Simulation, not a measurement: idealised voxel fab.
process module | voxel self aligned vias
cross-section cut | 220 nm wide | cells 5 nm
A cross-section is a grid of square cells, given in bands from the top down. A band is one or more rows of cells.
Each band's line starts with the height of the band's top and of its bottom, in nm. Then come its materials from left to right, each with its width in nm. One material with "throughout" fills the band from edge to edge. "air" is empty space.
Height 0 is the level under which the wafer as received is all one material. The lowest band goes on downwards, as in "0 down".
A width such as "30 to 40" changes by the same amount from each row of cells to the next, from the band's top row to its bottom row.
"no change" after a step means that no cell of the cross-section changed.
closed voids: empty space of 8 cells or more with no open way to the top, each as width x height at its distance from the left edge, in nm
after a step's settings: what the simulator itself notes on the step
overlay nm, on a step with a mask: how far to the right of its planned place the mask lay; to the left if negative
plan
1 op RECEIVE | material Si
2 op CONFORMAL_DEP | material SiO2 | thk nm 15
3 op CONFORMAL_DEP | material SiCN | thk nm 5
4 op DIRECTIONAL_DEP | material lowk | thk nm 30
5 op DIRECTIONAL_DEP | material aC | thk nm 15
6 op PATTERN | tone open | mask id LINES | material resist | width nm 20 | pitch nm 65 | thk nm 35 | overlay nm 0
7 op DIRECTIONAL_ETCH | etch materials aC | depth nm 15
8 op STRIP | etch materials resist
9 op DIRECTIONAL_ETCH | etch materials lowk | depth nm 30
10 op STRIP | etch materials aC
11 op CONFORMAL_DEP | material TiN | thk nm 5
12 op FILL_DEP | material W | thk nm 5
13 op CMP | height nm 50
14 op SELECTIVE_ETCH | etch materials W Ru TiN | depth nm 5
15 op FILL_DEP | material SiN | thk nm 5
16 op CMP | height nm 50
17 op DIRECTIONAL_DEP | material lowk | thk nm 15
18 op MASKED_ETCH | tone open | mask id VIAS | width nm 40 | pitch nm 65 | etch materials lowk | depth nm 15 | overlay nm 0
19 op MASKED_ETCH | tone open | mask id VIAS | width nm 40 | pitch nm 65 | etch materials SiN | depth nm 5 | overlay nm 0
20 op CONFORMAL_DEP | material TiN | thk nm 5
21 op FILL_DEP | material Cu | thk nm 5
22 op CMP | height nm 65
23 op CONFORMAL_DEP | material SiN | thk nm 5
as received, after step 1
  0 down: Si throughout
  closed voids: none
first wafer at the end, as planned
  70 to 65: SiN throughout
  65 to 55: lowk 55 | TiN 5 | Cu 30 | TiN 5 | lowk 25 | TiN 5 | Cu 30 | TiN 5 | lowk 60
  55 to 50: lowk 55 | TiN 15 | Cu 10 | TiN 15 | lowk 25 | TiN 15 | Cu 10 | TiN 15 | lowk 60
  50 to 45: lowk 65 | TiN 20 | lowk 45 | TiN 20 | lowk 70
  45 to 25: lowk 65 | TiN 5 | W 10 | TiN 5 | lowk 45 | TiN 5 | W 10 | TiN 5 | lowk 70
  25 to 20: lowk 65 | TiN 20 | lowk 45 | TiN 20 | lowk 70
  20 to 15: SiCN throughout
  15 to 0: SiO2 throughout
  0 down: Si throughout
  closed voids: none
second wafer at the end: like start, like plan, one mistake
  70 to 65: SiN throughout
  65 to 55: lowk 60 | TiN 5 | Cu 30 | TiN 5 | lowk 25 | TiN 5 | Cu 30 | TiN 5 | lowk 55
  55 to 50: lowk 60 | TiN 10 | Cu 10 | TiN 20 | lowk 25 | TiN 10 | Cu 10 | TiN 20 | lowk 55
  50 to 45: lowk 65 | TiN 20 | lowk 45 | TiN 20 | lowk 70
  45 to 25: lowk 65 | TiN 5 | W 10 | TiN 5 | lowk 45 | TiN 5 | W 10 | TiN 5 | lowk 70
  25 to 20: lowk 65 | TiN 20 | lowk 45 | TiN 20 | lowk 70
  20 to 15: SiCN throughout
  15 to 0: SiO2 throughout
  0 down: Si throughout
  closed voids: none
what went wrong: step 18 ran as: op MASKED_ETCH | tone open | mask id VIAS | width nm 40 | pitch nm 65 | etch materials lowk | depth nm 15 | overlay nm 5
at the end the second wafer has, in cells: as many of each material as the first, in other places
